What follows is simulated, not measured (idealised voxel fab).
Documented hereafter: the process module known as voxel spacer lines.
Cross-section cut spans 225 nm and uses square cells 5 nm in size.
For the purposes of this document, a cross-section shall be understood as a grid of square cells, specified as bands listed in top-to-bottom order, each band consisting of one or more rows of cells. Basically the band line says how high the top is and how high the bottom is, in nm, and then what's in it from left to right, every material with its width in nm. Empty space shows up as "air", and if a single material carries "everywhere" it runs the full band edge to edge. All heights in this document are referenced to 0, defined as the level beneath which the wafer, as received, consists entirely of one material. The lowest band is not bounded below; it extends indefinitely downward and is written in the form "0 -> down". Think of "30..40" as a width that walks from the first number to the second as you go down the band, top row to bottom row, taking equal-sized steps from row to row. A step reported as "no alterations made" is a step in which no cell of the cross-section changed. Reported under the label "Unvented voids" are the empty spaces having no open way to the top and comprising 8 cells or more; the notation for each is width x height at distance, in which the distance is measured from the left edge and all three values are in nm. Step line, after settings: the simulator's comment on this step. If you see "overlay nm" on a step's line and that step has a mask, it's telling you how far right of where it was planned the mask ended up; a negative number means it went left instead.
### These are the steps we planned for the process
- 1: RECEIVE with material Si
- 2: CONFORMAL_DEP with material SiO2, thk nm 5
- 3: DIRECTIONAL_DEP with material TiN, thk nm 20
- 4: DIRECTIONAL_DEP with material polySi, thk nm 25
- 5: PATTERN with tone cover, mask id MANDREL, material resist, width nm 15, pitch nm 50, thk nm 35, overlay nm 0
- 6: DIRECTIONAL_ETCH with etch materials polySi, depth nm 25
- 7: STRIP with etch materials resist
- 8: CONFORMAL_DEP with material SiN, thk nm 10
- 9: DIRECTIONAL_ETCH with etch materials SiN, depth nm 10
- 10: STRIP with etch materials polySi
- 11: DIRECTIONAL_ETCH with etch materials TiN, depth nm 20
- 12: STRIP with etch materials SiN
### Received-state cross-section, reflecting completion of step 1
0 -> down | Si everywhere
Unvented voids: none
### First of two wafers: cross-section at end of module, run per plan
25 -> 5 | 45 of air  10 of TiN  15 of air  10 of TiN  15 of air  10 of TiN  15 of air  10 of TiN  15 of air  10 of TiN  15 of air  10 of TiN  45 of air
5 -> 0 | SiO2 everywhere
0 -> down | Si everywhere
Unvented voids: none
### Cross-section, wafer two of two, end of module: same start and plan as wafer one, one error in execution
20 -> 0 | 45 of air  10 of TiN  15 of air  10 of TiN  15 of air  10 of TiN  15 of air  10 of TiN  15 of air  10 of TiN  15 of air  10 of TiN  45 of air
0 -> down | Si everywhere
Unvented voids: none
Finding, execution versus plan: step 2 in the plan did not get run; it was skipped
End check, counted in cells, second wafer has more or fewer of these materials than the first: SiO2 -45
